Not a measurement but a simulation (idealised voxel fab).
Name of the process module below: voxel wiring stack
For reference, the cross-section in this document is cut, with width 250 nm and square cells of 5 nm.
For the purposes of this document, a cross-section shall be understood as a grid of square cells, specified as bands listed in top-to-bottom order, each band consisting of one or more rows of cells.
Band entry format. Leading values: height of top, height of bottom, nm. Remainder: materials in left-to-right order, each with its width in nm. Special words: "edge to edge" on a single material, which then fills the band edge to edge; "air", empty space.
Heights from 0 (as-received wafer is one material below). Bottom band endless downward, as "0 and below".
Width: "30->40" (first number = top row, second number = bottom row, same change from row to row of cells).
"nothing was modified" -> step changed no cross-section cell.
Heads up: "Closed void register" only lists the empty pockets with no open path to the top that are 8 cells or more, and it writes them as width x height at distance, distance from the left edge, in nm.
Text after the settings on a step's line: the simulator's own remark on that step.
The line of a step may include "overlay nm". On a step with a mask, this value is how far to the right of its planned place the mask lay. A negative value means the mask lay to the left.
Each pair of cross-sections that follows straddles one process step: the one shows the state before the step, the other the state after it, down to the lowest band that changed and no further. The step in question, and its settings, are given under the pair. Note that a pair is not necessarily a continuation of the pair above it, since pairs can come from different runs of this module on the same starting wafer; it is a continuation only where its entry headed "Incoming structure" says so.
Incoming structure
100 down to 85: 50 of air  30 of aC  30 of air  30 of aC  30 of air  30 of aC  50 of air
85 down to 70: SiO2 edge to edge
70 down to 65: SiN edge to edge
65 down to 45: 50 of lowk  5 of TiN  5 of Ru  5 of TiN  45 of lowk  5 of TiN  5 of Ru  5 of TiN  45 of lowk  5 of TiN  5 of Ru  5 of TiN  65 of lowk
45 down to 40: 50 of SiCN  15 of TiN  45 of SiCN  15 of TiN  45 of SiCN  15 of TiN  65 of SiCN
40 down to 20: 50 of lowk  5 of TiN  20 of Cu  5 of TiN  30 of lowk  5 of TiN  20 of Cu  5 of TiN  30 of lowk  5 of TiN  20 of Cu  5 of TiN  50 of lowk
20 down to 15: 50 of SiN  30 of TiN  30 of SiN  30 of TiN  30 of SiN  30 of TiN  50 of SiN
15 down to 0: SiO2 edge to edge
0 and below: Si edge to edge
Closed void register: none
Post-Step Cross-Section
100 down to 85: 50 of air  30 of aC  30 of air  30 of aC  30 of air  30 of aC  50 of air
85 down to 70: 50 of air  30 of SiO2  30 of air  30 of SiO2  30 of air  30 of SiO2  50 of air
Below 70, the layers are the same as they were.
Closed void register: none
What step was run between the cross-section before it and the cross-section after it, both above? DIRECTIONAL_ETCH, etch materials SiO2, depth nm 15
Incoming structure: we pick up right where the pair above leaves off, with its after cross-section.
Post-Step Cross-Section
100 down to 85: 50 of air  30 of aC  30 of air  30 of aC  30 of air  30 of aC  50 of air
85 down to 70: 50 of air  30 of SiO2  30 of air  30 of SiO2  30 of air  30 of SiO2  50 of air
70 down to 65: 50 of air  30 of SiN  30 of air  30 of SiN  30 of air  30 of SiN  50 of air
Below 65, the layers are the same as they were.
Closed void register: none
What step was run between the cross-section before it and the cross-section after it, both above? DIRECTIONAL_ETCH, etch materials SiN, depth nm 5
Incoming structure: we pick up right where the pair above leaves off, with its after cross-section.
Post-Step Cross-Section
85 down to 70: 50 of air  30 of SiO2  30 of air  30 of SiO2  30 of air  30 of SiO2  50 of air
Below 70, the layers are the same as they were.
Closed void register: none
What step was run between the cross-section before it and the cross-section after it, both above? STRIP, etch materials aC
Incoming structure: we pick up right where the pair above leaves off, with its after cross-section.
Post-Step Cross-Section
90 down to 85: 45 of air  40 of TiN  20 of air  40 of TiN  20 of air  40 of TiN  45 of air
85 down to 70: 45 of air  5 of TiN  30 of SiO2  5 of TiN  20 of air  5 of TiN  30 of SiO2  5 of TiN  20 of air  5 of TiN  30 of SiO2  5 of TiN  45 of air
70 down to 65: 50 of TiN  30 of SiN  30 of TiN  30 of SiN  30 of TiN  30 of SiN  50 of TiN
Below 65, the layers are the same as they were.
Closed void register: none
What step was run between the cross-section before it and the cross-section after it, both above? CONFORMAL_DEP, material TiN, thk nm 5
Incoming structure: we pick up right where the pair above leaves off, with its after cross-section.
Post-Step Cross-Section
95 down to 90: Cu edge to edge
90 down to 85: 45 of Cu  40 of TiN  20 of Cu  40 of TiN  20 of Cu  40 of TiN  45 of Cu
85 down to 70: 45 of Cu  5 of TiN  30 of SiO2  5 of TiN  20 of Cu  5 of TiN  30 of SiO2  5 of TiN  20 of Cu  5 of TiN  30 of SiO2  5 of TiN  45 of Cu
Below 70, the layers are the same as they were.
Closed void register: none
What step was run between the cross-section before it and the cross-section after it, both above? FILL_DEP, material Cu, thk nm 5
Incoming structure: we pick up right where the pair above leaves off, with its after cross-section.
Post-Step Cross-Section
85 down to 70: 45 of Cu  5 of TiN  30 of SiO2  5 of TiN  20 of Cu  5 of TiN  30 of SiO2  5 of TiN  20 of Cu  5 of TiN  30 of SiO2  5 of TiN  45 of Cu
Below 70, the layers are the same as they were.
Closed void register: none
What step was run between the cross-section before it and the cross-section after it, both above? CMP, height nm 85
Incoming structure: we pick up right where the pair above leaves off, with its after cross-section.
Post-Step Cross-Section
90 down to 85: SiN edge to edge
Below 85, the layers are the same as they were.
Closed void register: none
What step was run between the cross-section before it and the cross-section after it, both above? CONFORMAL_DEP, material SiN, thk nm 5
